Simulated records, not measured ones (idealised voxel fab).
Process module name: voxel tone inversion
The cross-section on display is named cut; it measures 245 nm wide, and its cells are 5 nm squares.
In this document a cross-section is written as a grid of square cells. It is given as a series of bands, listed from the top down, and a band is one or more rows of cells. Read a band's entry like this: the first values are the height of its top and the height of its bottom in nm, and what follows is the sequence of materials from left to right, each with its width in nm. Note that "air" is empty space, and that a single material marked "edge to edge" reaches across the band from edge to edge. It should be noted that heights are counted from 0, beneath which the wafer as supplied is of one material throughout, and that the lowest band possesses no lower boundary but continues downward, as written in "from 0 down". It should be noted that a width expressed as "30->40" varies in equal increments from row to row of cells within the band, taking the value of the first number at the top row and that of the second number at the bottom row. A step reported as "no alterations made" is a step in which no cell of the cross-section changed. Empty spaces without an open route to the top, at least 8 cells in extent, make up the entry "Enclosed void inventory"; each is given as width x height at distance, where the distance is measured from the left edge, and all are in nm. Where a step's line continues beyond its settings, the continuation is a remark by the simulator itself on that step. Each step line may optionally specify "overlay nm", which for a step with a mask gives the rightward distance between the mask's planned place and where it lay, a negative value indicating the leftward direction.

[Listed below are the process steps as planned]
- 1: RECEIVE with material Si
- 2: CONFORMAL_DEP with material SiN, thk nm 5
- 3: DIRECTIONAL_DEP with material polySi, thk nm 15
- 4: PATTERN with tone cover, mask id POSTS, material resist, width nm 20, pitch nm 40, thk nm 20, overlay nm 0
- 5: DIRECTIONAL_ETCH with etch materials polySi, depth nm 15
- 6: STRIP with etch materials resist
- 7: FILL_DEP with material SiO2, thk nm 5
- 8: CMP with height nm 20
- 9: STRIP with etch materials polySi

[Wafer, first of two, run as planned]

[Here's what the wafer looked like in cross-section when it arrived - that's after step 1]
* from 0 down | Si edge to edge
* Enclosed void inventory: none

[Wafer after step 2 (cross-section)]
* from 5 to 0 | SiN edge to edge
* All layers under 0 are left as they were.

[Wafer after step 3 (cross-section)]
* from 20 to 5 | polySi edge to edge
* All layers under 5 are left as they were.

[Wafer after step 4 (cross-section)]
* from 40 to 20 | 50 of air, then 20 of resist, then 20 of air, then 20 of resist, then 20 of air, then 20 of resist, then 20 of air, then 20 of resist, then 55 of air
* All layers under 20 are left as they were.

[Wafer after step 5 (cross-section)]
* from 40 to 20 | 50 of air, then 20 of resist, then 20 of air, then 20 of resist, then 20 of air, then 20 of resist, then 20 of air, then 20 of resist, then 55 of air
* from 20 to 5 | 50 of air, then 20 of polySi, then 20 of air, then 20 of polySi, then 20 of air, then 20 of polySi, then 20 of air, then 20 of polySi, then 55 of air
* All layers under 5 are left as they were.

[Wafer after step 6 (cross-section)]
* from 20 to 5 | 50 of air, then 20 of polySi, then 20 of air, then 20 of polySi, then 20 of air, then 20 of polySi, then 20 of air, then 20 of polySi, then 55 of air
* All layers under 5 are left as they were.

[Wafer after step 7 (cross-section)]
* from 25 to 20 | SiO2 edge to edge
* from 20 to 5 | 50 of SiO2, then 20 of polySi, then 20 of SiO2, then 20 of polySi, then 20 of SiO2, then 20 of polySi, then 20 of SiO2, then 20 of polySi, then 55 of SiO2
* All layers under 5 are left as they were.

[Wafer after step 8 (cross-section)]
* from 20 to 5 | 50 of SiO2, then 20 of polySi, then 20 of SiO2, then 20 of polySi, then 20 of SiO2, then 20 of polySi, then 20 of SiO2, then 20 of polySi, then 55 of SiO2
* All layers under 5 are left as they were.

[Wafer after step 9 (cross-section)]
* from 20 to 5 | 50 of SiO2, then 20 of air, then 20 of SiO2, then 20 of air, then 20 of SiO2, then 20 of air, then 20 of SiO2, then 20 of air, then 55 of SiO2
* All layers under 5 are left as they were.

[Wafer two of two - same starting point, same process plan, one mistake in execution; matches wafer one up to and including step 3]

[Second wafer: cross-section at the scheduled end of step 4]
* from 40 to 20 | 60 of air, then 20 of resist, then 20 of air, then 20 of resist, then 20 of air, then 20 of resist, then 20 of air, then 20 of resist, then 45 of air
* All layers under 20 are left as they were.

[Second wafer: cross-section at the scheduled end of step 5]
* from 40 to 20 | 60 of air, then 20 of resist, then 20 of air, then 20 of resist, then 20 of air, then 20 of resist, then 20 of air, then 20 of resist, then 45 of air
* from 20 to 5 | 60 of air, then 20 of polySi, then 20 of air, then 20 of polySi, then 20 of air, then 20 of polySi, then 20 of air, then 20 of polySi, then 45 of air
* All layers under 5 are left as they were.

[Second wafer: cross-section at the scheduled end of step 6]
* from 20 to 5 | 60 of air, then 20 of polySi, then 20 of air, then 20 of polySi, then 20 of air, then 20 of polySi, then 20 of air, then 20 of polySi, then 45 of air
* All layers under 5 are left as they were.

[Second wafer: cross-section at the scheduled end of step 7]
* from 25 to 20 | SiO2 edge to edge
* from 20 to 5 | 60 of SiO2, then 20 of polySi, then 20 of SiO2, then 20 of polySi, then 20 of SiO2, then 20 of polySi, then 20 of SiO2, then 20 of polySi, then 45 of SiO2
* All layers under 5 are left as they were.

[Second wafer: cross-section at the scheduled end of step 8]
* from 20 to 5 | 60 of SiO2, then 20 of polySi, then 20 of SiO2, then 20 of polySi, then 20 of SiO2, then 20 of polySi, then 20 of SiO2, then 20 of polySi, then 45 of SiO2
* All layers under 5 are left as they were.

[Second wafer: cross-section at the scheduled end of step 9]
* from 20 to 5 | 60 of SiO2, then 20 of air, then 20 of SiO2, then 20 of air, then 20 of SiO2, then 20 of air, then 20 of SiO2, then 20 of air, then 45 of SiO2
* All layers under 5 are left as they were.
Misprocessing identified: step 4 went in with a setting other than planned; the actual run was PATTERN with tone cover, mask id POSTS, material resist, width nm 20, pitch nm 40, thk nm 20, overlay nm 10
If you tally the cells, the second wafer ends up with the same amount of every material as the first; it's all just sitting in different places.
